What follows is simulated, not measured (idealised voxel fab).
process module | voxel air gaps
cross-section cut | 245 nm wide | cells 5 nm
A cross-section is a grid of square cells, given in bands from the top down. A band is one or more rows of cells.
Each band's line starts with the height of the band's top and of its bottom, in nm. Then come its materials from left to right, each with its width in nm. One material with "throughout" fills the band from edge to edge. "air" is empty space.
Height 0 is the level under which the wafer as received is all one material. The lowest band goes on downwards, as in "0 down".
A width such as "30 to 40" changes by the same amount from each row of cells to the next, from the band's top row to its bottom row.
"no change" after a step means that no cell of the cross-section changed.
closed voids: empty space of 8 cells or more with no open way to the top, each as width x height at its distance from the left edge, in nm
after a step's settings: what the simulator itself notes on the step
overlay nm, on a step with a mask: how far to the right of its planned place the mask lay; to the left if negative
plan
1 op RECEIVE | material Si
2 op CONFORMAL_DEP | material SiO2 | thk nm 10
3 op CONFORMAL_DEP | material SiCN | thk nm 5
4 op DIRECTIONAL_DEP | material SiO2 | thk nm 40
5 op MASKED_ETCH | tone open | mask id LINES | width nm 25 | pitch nm 50 | etch materials SiO2 | depth nm 40 | overlay nm 0
6 op CONFORMAL_DEP | material TiN | thk nm 5
7 op FILL_DEP | material W | thk nm 5
8 op CMP | height nm 55
9 op EPI | material Ru | thk nm 10
10 op SELECTIVE_ETCH | etch materials SiO2 | depth nm 50
11 op CONFORMAL_DEP | material SiCN | thk nm 5
as received, after step 1
  0 down: Si throughout
  closed voids: none
a wafer at the end: this start, this plan, one mistake
  70 to 55: air 45 | Ru 155 | air 45
  55 to 50: air 45 | Ru 15 | TiN 5 | W 15 | TiN 5 | Ru 25 | TiN 5 | W 15 | TiN 5 | Ru 25 | TiN 5 | W 15 | TiN 5 | Ru 15 | air 45
  50 to 20: air 55 | Ru 5 | TiN 5 | W 15 | TiN 5 | Ru 5 | air 15 | Ru 5 | TiN 5 | W 15 | TiN 5 | Ru 5 | air 15 | Ru 5 | TiN 5 | W 15 | TiN 5 | Ru 5 | air 55
  20 to 15: Ru 60 | TiN 25 | Ru 25 | TiN 25 | Ru 25 | TiN 25 | Ru 60
  15 to 10: SiCN throughout
  10 to 0: SiO2 throughout
  0 down: Si throughout
  closed voids: 15 x 30 at 90; 15 x 30 at 140
what went wrong: step 11 ran as: op CONFORMAL_DEP | material Ru | thk nm 5
